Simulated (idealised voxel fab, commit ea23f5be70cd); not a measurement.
The process module that follows is named voxel local oxidation.
cross-section cut | 215 nm wide | cells 5 nm
Each cross-section below is a grid of square cells, stated as bands in top-down order, with one or more rows of cells making up each band.
Look at the band entry: it leads with the top's height and the bottom's height in nm. Then it lists the materials left to right, with a width in nm for each. The word "all across" on a single material says that material fills the band edge to edge. The word "air" is empty space.
We count height from 0. Below that, the starting wafer is all one material. The lowest band never ends at the bottom but goes on down; see "0 down" for how that is written.
Width "30 to 40": first value at the band's top row of cells, second value at its bottom row, equal change from row to row.
What does "same as before" mean for a step? It means no cell of the cross-section changed in that step.
Empty spaces counting at least 8 cells and having no open way to the top are listed in "Fully closed voids". The notation width x height at distance is used for each, the distance being from the left edge and all three values in nm.
Past the settings on a step's line: simulator remark, on that step.
overlay nm: mask offset rightward from planned place, masked step; negative means leftward offset.
-- These are the steps we planned for the process
1: RECEIVE: material Si
2: CONFORMAL_DEP: material SiO2, thk nm 5
3: CONFORMAL_DEP: material SiN, thk nm 10
4: MASKED_ETCH: tone cover, mask id ACTIVE, width nm 90, etch materials SiN, depth nm 10, overlay nm -15
5: SELECTIVE_ETCH: etch materials SiO2, depth nm 5
6: OXIDIZE: depth nm 10
7: STRIP: etch materials SiN
The plan shows the overlay nm of step 4 as the first wafer had it; this setting differs between the wafers, which start out alike.
-- First of several wafers, received after step 1, in cross-section
- 0 down  Si all across
- Fully closed voids: none
-- Row per wafer, end-of-module: cell gain (+)/loss (-) by material since the wafer came in, then closed voids
overlay nm -15; -62 Si; +78 SiO2; Fully closed voids: none
overlay nm -10; -62 Si; +78 SiO2; Fully closed voids: none
overlay nm -5; -62 Si; +78 SiO2; Fully closed voids: none
overlay nm 0; -62 Si; +78 SiO2; Fully closed voids: none
overlay nm 5; -62 Si; +78 SiO2; Fully closed voids: none
overlay nm 10; -62 Si; +78 SiO2; Fully closed voids: none
overlay nm 15; -62 Si; +78 SiO2; Fully closed voids: none
